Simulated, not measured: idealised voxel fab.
process module | voxel ribs on slabs
Square cells of 5 nm make up the cross-section cut, whose width is 155 nm.
A cross-section in this document is a grid of square cells, and it is written down as bands, the top band listed before the ones below it; a band is made up of one or more rows of cells. Top height, bottom height, nm. Materials left to right, width each, nm. Single material + "throughout" = fills band edge to edge. "empty" = empty. Heights are measured from 0, the level below which the as-received wafer is all one material; the lowest band has no bottom and continues downward, written as in "0 -> down". Top row gets the first number, bottom row gets the second, and each row in between changes by the same step: that is how a band width like "30->40" works. Any step labelled "nothing got changed" changed none of the cells in the cross-section. Unvented cavities: empty space of 8 cells or more with no open way to the top, each as width x height at its distance from the left edge, in nm. Anything after a step's settings on that line? It's the simulator's own note about the step. For masked steps, "overlay nm" on the step line gives how far right of plan the mask actually lay; a minus sign means it lay to the left.

List of planned process steps:
1) RECEIVE [material Si]
2) DIRECTIONAL_DEP [material SiO2] [thk nm 30]
3) DIRECTIONAL_DEP [material polySi] [thk nm 25]
4) PATTERN [tone cover] [mask id RIB] [material resist] [width nm 30] [thk nm 15] [overlay nm -15]
5) DIRECTIONAL_ETCH [etch materials polySi] [depth nm 10]
6) STRIP [etch materials resist]
7) MASKED_ETCH [tone cover] [mask id SLAB] [width nm 60] [etch materials polySi] [depth nm 15] [overlay nm 0]
8) FILL_DEP [material SiO2] [thk nm 25]
9) CMP [height nm 70]
10) DIRECTIONAL_DEP [material W] [thk nm 10]
11) PATTERN [tone cover] [mask id HEATER] [material resist] [width nm 40] [thk nm 15] [overlay nm 0]
12) DIRECTIONAL_ETCH [etch materials W] [depth nm 10]
13) STRIP [etch materials resist]
14) CONFORMAL_DEP [material SiO2] [thk nm 10]
Don't read the plan's overlay nm for step 4 as applying to every wafer: that's the first wafer's value, and the wafers differ in it, though they all start identical.

The as-received cross-section of the first of several wafers corresponds to the state after step 1:
    0 -> down = Si throughout
    Unvented cavities: none

Quick key for the table: a row per wafer, taken at the end of the module. For each material it tells you how many cells the wafer gained (+) or lost (-) since it came in, and the closed voids come after:
overlay nm -15; +456 SiO2; +16 W; +48 polySi; Unvented cavities: none
overlay nm -10; +456 SiO2; +16 W; +48 polySi; Unvented cavities: none
overlay nm -5; +456 SiO2; +16 W; +48 polySi; Unvented cavities: none
overlay nm 0; +456 SiO2; +16 W; +48 polySi; Unvented cavities: none
overlay nm 5; +456 SiO2; +16 W; +48 polySi; Unvented cavities: none
overlay nm 10; +456 SiO2; +16 W; +48 polySi; Unvented cavities: none
overlay nm 15; +456 SiO2; +16 W; +48 polySi; Unvented cavities: none
